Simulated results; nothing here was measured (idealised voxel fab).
Module name: voxel transistor to metal (process module)
Square cell edge 5 nm, section width 195 nm, ID cut.
Square cells in a grid make up a cross-section in this document, and the grid is given as bands, listed from the top down, each one or more rows of cells. Band: top height; bottom height; in nm. Then, left to right: material with width in nm, for each material. "full width": a single material spanning edge to edge. "blank": empty space. The level at which height equals 0 is the one under which the wafer, as it arrives, is entirely one material. No lower edge exists for the bottom band, which continues downward and is notated as in "0..down". A width given as "30..40" starts at the first number in the band's top row and ends at the second number in its bottom row, shifting by an equal amount at every step from row to row. Where a step carries "left unchanged", the cross-section came out of it unchanged, cell for cell. "Trapped cavities": sealed empty spaces, 8 cells or more, no open way to top, listed width x height at distance, with distance from the left edge and width, height and distance in nm. On a step's line, text after the settings is the simulator commenting on that step. "overlay nm", when on a step's line for a step with a mask, measures how far to the right of its planned place the mask lay; a negative measure means to the left.
PLANNED PROCESS STEPS
1 RECEIVE,material Si
2 CONFORMAL_DEP,material SiO2,thk nm 5
3 CONFORMAL_DEP,material SiN,thk nm 10
4 DIRECTIONAL_DEP,material aC,thk nm 15
5 PATTERN,tone cover,mask id ACTIVE,material resist,width nm 105,thk nm 35,overlay nm 0
6 DIRECTIONAL_ETCH,etch materials aC,depth nm 15
7 STRIP,etch materials resist
8 DIRECTIONAL_ETCH,etch materials SiN,depth nm 10
9 DIRECTIONAL_ETCH,etch materials SiO2,depth nm 5
10 DIRECTIONAL_ETCH,etch materials Si,depth nm 25
11 STRIP,etch materials aC
12 OXIDIZE,depth nm 5
13 FILL_DEP,material SiO2,thk nm 10
14 CMP,height nm 15
15 SELECTIVE_ETCH,etch materials SiO2,depth nm 5
16 STRIP,etch materials SiN
17 SELECTIVE_ETCH,etch materials SiO2,depth nm 5
18 OXIDIZE,depth nm 5
19 DIRECTIONAL_DEP,material polySi,thk nm 20
20 DIRECTIONAL_DEP,material SiCN,thk nm 15
21 DIRECTIONAL_DEP,material aC,thk nm 10
22 PATTERN,tone cover,mask id GATE,material resist,width nm 25,thk nm 30,overlay nm 0
23 DIRECTIONAL_ETCH,etch materials aC,depth nm 10
24 STRIP,etch materials resist
25 DIRECTIONAL_ETCH,etch materials SiCN,depth nm 25
26 DIRECTIONAL_ETCH,etch materials polySi,depth nm 30
27 STRIP,etch materials aC
28 CONFORMAL_DEP,material SiN,thk nm 5
29 DIRECTIONAL_ETCH,etch materials SiN,depth nm 5
30 DIRECTIONAL_ETCH,etch materials SiO2,depth nm 5
31 DIRECTIONAL_ETCH,etch materials Si,depth nm 10
32 EPI,material SiGe,thk nm 15
33 FILL_DEP,material SiO2,thk nm 10
34 CMP,height nm 20
35 STRIP,etch materials polySi
36 SELECTIVE_ETCH,etch materials SiO2,depth nm 5
37 CONFORMAL_DEP,material HfO2,thk nm 5
38 CONFORMAL_DEP,material TiN,thk nm 5
39 FILL_DEP,material W,thk nm 10
40 CMP,height nm 15
41 DIRECTIONAL_DEP,material SiO2,thk nm 10
42 MASKED_ETCH,tone open,mask id CONTACT,width nm 15,pitch nm 80,etch materials SiO2,depth nm 25,overlay nm 0
43 CONFORMAL_DEP,material TiN,thk nm 5
44 FILL_DEP,material W,thk nm 5
45 CMP,height nm 25
46 DIRECTIONAL_DEP,material TiN,thk nm 5
47 DIRECTIONAL_DEP,material W,thk nm 15
48 DIRECTIONAL_DEP,material aC,thk nm 15
49 PATTERN,tone cover,mask id METAL_1,material resist,width nm 15,pitch nm 80,thk nm 35,overlay nm 0
50 DIRECTIONAL_ETCH,etch materials aC,depth nm 15
51 STRIP,etch materials resist
52 DIRECTIONAL_ETCH,etch materials W,depth nm 15
53 DIRECTIONAL_ETCH,etch materials TiN,depth nm 5
54 STRIP,etch materials aC
55 FILL_DEP,material SiO2,thk nm 10
56 CMP,height nm 45
57 CONFORMAL_DEP,material SiCN,thk nm 5
58 DIRECTIONAL_DEP,material SiO2,thk nm 30
59 DIRECTIONAL_DEP,material aC,thk nm 15
60 PATTERN,tone open,mask id METAL_2,material resist,width nm 15,pitch nm 80,thk nm 35,overlay nm 0
61 DIRECTIONAL_ETCH,etch materials aC,depth nm 15
62 STRIP,etch materials resist
63 DIRECTIONAL_ETCH,etch materials SiO2,depth nm 20
64 STRIP,etch materials aC
65 PATTERN,tone open,mask id METAL_2_HOLES,material resist,width nm 15,pitch nm 80,thk nm 15,overlay nm 0
66 DIRECTIONAL_ETCH,etch materials SiO2,depth nm 10
67 DIRECTIONAL_ETCH,etch materials SiCN,depth nm 5
68 STRIP,etch materials resist
69 CONFORMAL_DEP,material TiN,thk nm 5
70 FILL_DEP,material Ru,thk nm 10
71 CMP,height nm 80
72 CONFORMAL_DEP,material SiCN,thk nm 5
CROSS-SECTION OF THE WAFER AS IT CAME TO US, I.E., ALREADY THROUGH STEP 1
	0..down = Si full width
	Trapped cavities: none
SAME STARTING WAFER, SAME PLAN AS ABOVE, ONE MISTAKE IN THE EXECUTION; THIS IS THE CROSS-SECTION AT THE END OF THE MODULE
	85..80 = SiCN full width
	80..50 = SiO2: 50, then TiN: 5, then Ru: 5, then TiN: 5, then SiO2: 65, then TiN: 5, then Ru: 5, then TiN: 5, then SiO2: 50
	50..45 = SiCN: 50, then TiN: 15, then SiCN: 65, then TiN: 15, then SiCN: 50
	45..30 = SiO2: 50, then W: 15, then SiO2: 65, then W: 15, then SiO2: 50
	30..25 = SiO2: 50, then TiN: 15, then SiO2: 65, then TiN: 15, then SiO2: 50
	25..20 = SiO2: 50, then TiN: 5, then W: 5, then TiN: 5, then SiO2: 65, then TiN: 5, then W: 5, then TiN: 5, then SiO2: 50
	20..15 = SiO2: 50, then TiN: 15, then SiO2: 65, then TiN: 15, then SiO2: 50
	15..5 = SiO2: 35, then SiGe: 45, then SiN: 5, then HfO2: 5, then TiN: 5, then W: 5, then TiN: 5, then HfO2: 5, then SiN: 5, then SiGe: 45, then SiO2: 35
	5..0 = SiO2: 35, then SiGe: 5, then SiN: 5, then SiGe: 35, then SiN: 5, then HfO2: 5, then TiN: 15, then HfO2: 5, then SiN: 5, then SiGe: 35, then SiN: 5, then SiGe: 5, then SiO2: 35
	0..-5 = SiO2: 45, then SiGe: 35, then HfO2: 35, then SiGe: 35, then SiO2: 45
	-5..-15 = SiO2: 50, then SiGe: 30, then Si: 35, then SiGe: 30, then SiO2: 50
	-15..-30 = SiO2: 50, then Si: 95, then SiO2: 50
	-30..down = Si full width
	Trapped cavities: none
Deviation from plan: step 32, plan: ran twice
